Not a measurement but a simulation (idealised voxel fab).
process module | voxel released beams
cross-section cut | 215 nm wide | cells 5 nm
A cross-section is a grid of square cells, given in bands from the top down. A band is one or more rows of cells.
Each band's line starts with the height of the band's top and of its bottom, in nm. Then come its materials from left to right, each with its width in nm. One material with "throughout" fills the band from edge to edge. "air" is empty space.
Height 0 is the level under which the wafer as received is all one material. The lowest band goes on downwards, as in "0 down".
A width such as "30 to 40" changes by the same amount from each row of cells to the next, from the band's top row to its bottom row.
"no change" after a step means that no cell of the cross-section changed.
closed voids: empty space of 8 cells or more with no open way to the top, each as width x height at its distance from the left edge, in nm
after a step's settings: what the simulator itself notes on the step
overlay nm, on a step with a mask: how far to the right of its planned place the mask lay; to the left if negative
plan
1 op RECEIVE | material Si
2 op CONFORMAL_DEP | material SiN | thk nm 5
3 op DIRECTIONAL_DEP | material SiO2 | thk nm 15
4 op DIRECTIONAL_DEP | material aC | thk nm 15
5 op PATTERN | tone open | mask id ANCHOR | material resist | width nm 30 | thk nm 35 | overlay nm 0
6 op DIRECTIONAL_ETCH | etch materials aC | depth nm 15
7 op STRIP | etch materials resist
8 op DIRECTIONAL_ETCH | etch materials SiO2 | depth nm 15
9 op STRIP | etch materials aC
10 op CONFORMAL_DEP | material TiN | thk nm 10
11 op DIRECTIONAL_DEP | material aC | thk nm 10
12 op PATTERN | tone cover | mask id BEAM | material resist | width nm 105 | thk nm 30 | overlay nm 0
13 op DIRECTIONAL_ETCH | etch materials aC | depth nm 10
14 op STRIP | etch materials resist
15 op DIRECTIONAL_ETCH | etch materials TiN | depth nm 10
16 op STRIP | etch materials aC
17 op STRIP | etch materials SiO2
as received, after step 1
  0 down: Si throughout
  closed voids: none
first wafer at the end, as planned
  30 to 20: air 50 | TiN 15 | air 10 | TiN 80 | air 60
  20 to 15: air 55 | TiN 10 | air 10 | TiN 10 | air 130
  15 to 5: air 55 | TiN 30 | air 130
  5 to 0: SiN throughout
  0 down: Si throughout
  closed voids: none
second wafer at the end: like start, like plan, one mistake
  25 to 15: air 50 | TiN 15 | air 10 | TiN 80 | air 60
  15 to 10: air 55 | TiN 10 | air 10 | TiN 10 | air 130
  10 to 0: air 55 | TiN 30 | air 130
  0 down: Si throughout
  closed voids: none
what went wrong: step 2 was left out
at the end the second wafer has, in cells: 43 fewer of SiN
